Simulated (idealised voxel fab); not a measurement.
A process module follows: voxel lift off.
Displayed cross-section: cut, width of 295 nm, square cells sized 5 nm.
The cross-sections in this document take the form of a grid made of square cells. They are written out as bands, in order from top to bottom. Each band consists of one or more rows of cells.
Quick guide to a band line: top height, bottom height (nm) up front; then every material left to right with its width in nm. Only one material and it's marked "full width"? Then it fills the band edge to edge. And "air" just means empty space.
We count height from 0. Below that, the starting wafer is all one material. The lowest band never ends at the bottom but goes on down; see "top 0, no bottom" for how that is written.
The expression "30..40" gives the width at the extremes of the band, the first number at its top row of cells and the second at its bottom row, with the width changing by equal amounts from each row to the next in between.
"changes: none" after a step means that no cell of the cross-section changed.
"Catalogued sealed voids" means: voids of 8 cells or more that are shut off from the top with no open way through. Written width x height at distance, distance from the left edge, in nm.
The remark found on a step's line after its settings is issued by the simulator itself and pertains to that step.
If you see "overlay nm" on a step's line and that step has a mask, it's telling you how far right of where it was planned the mask ended up; a negative number means it went left instead.
[Steps in the process plan]
1. RECEIVE with material Si
2. CONFORMAL_DEP with material SiN, thk nm 10
3. PATTERN with tone open, mask id LINES, material resist, width nm 25, pitch nm 50, thk nm 30, overlay nm 0
4. DIRECTIONAL_DEP with material Ru, thk nm 15
5. STRIP with etch materials resist
6. CONFORMAL_DEP with material SiN, thk nm 5
[As received (post step 1): cross-section]
* top 0, no bottom = Si full width
* Catalogued sealed voids: none
[Looking at the first of two wafers in cross-section at end of module - ran to plan]
* top 30, bottom 25 = air 80; SiN 35; air 15; SiN 35; air 15; SiN 35; air 80
* top 25, bottom 15 = air 80; SiN 5; Ru 25; SiN 5; air 15; SiN 5; Ru 25; SiN 5; air 15; SiN 5; Ru 25; SiN 5; air 80
* top 15, bottom 10 = SiN 85; Ru 25; SiN 25; Ru 25; SiN 25; Ru 25; SiN 85
* top 10, bottom 0 = SiN full width
* top 0, no bottom = Si full width
* Catalogued sealed voids: none
[Cross-sectional view: second of two wafers, end of module; start and plan identical to the first, one mistake in running]
* top 15, bottom 0 = SiN full width
* top 0, no bottom = Si full width
* Catalogued sealed voids: none
It is concluded that the wafer was processed incorrectly with respect to the plan, in that it should be noted that step 4 of the plan was omitted and was not performed
The second wafer ends with more or fewer cells of some materials than the first, per final count: Ru: 45 fewer | SiN: 18 fewer
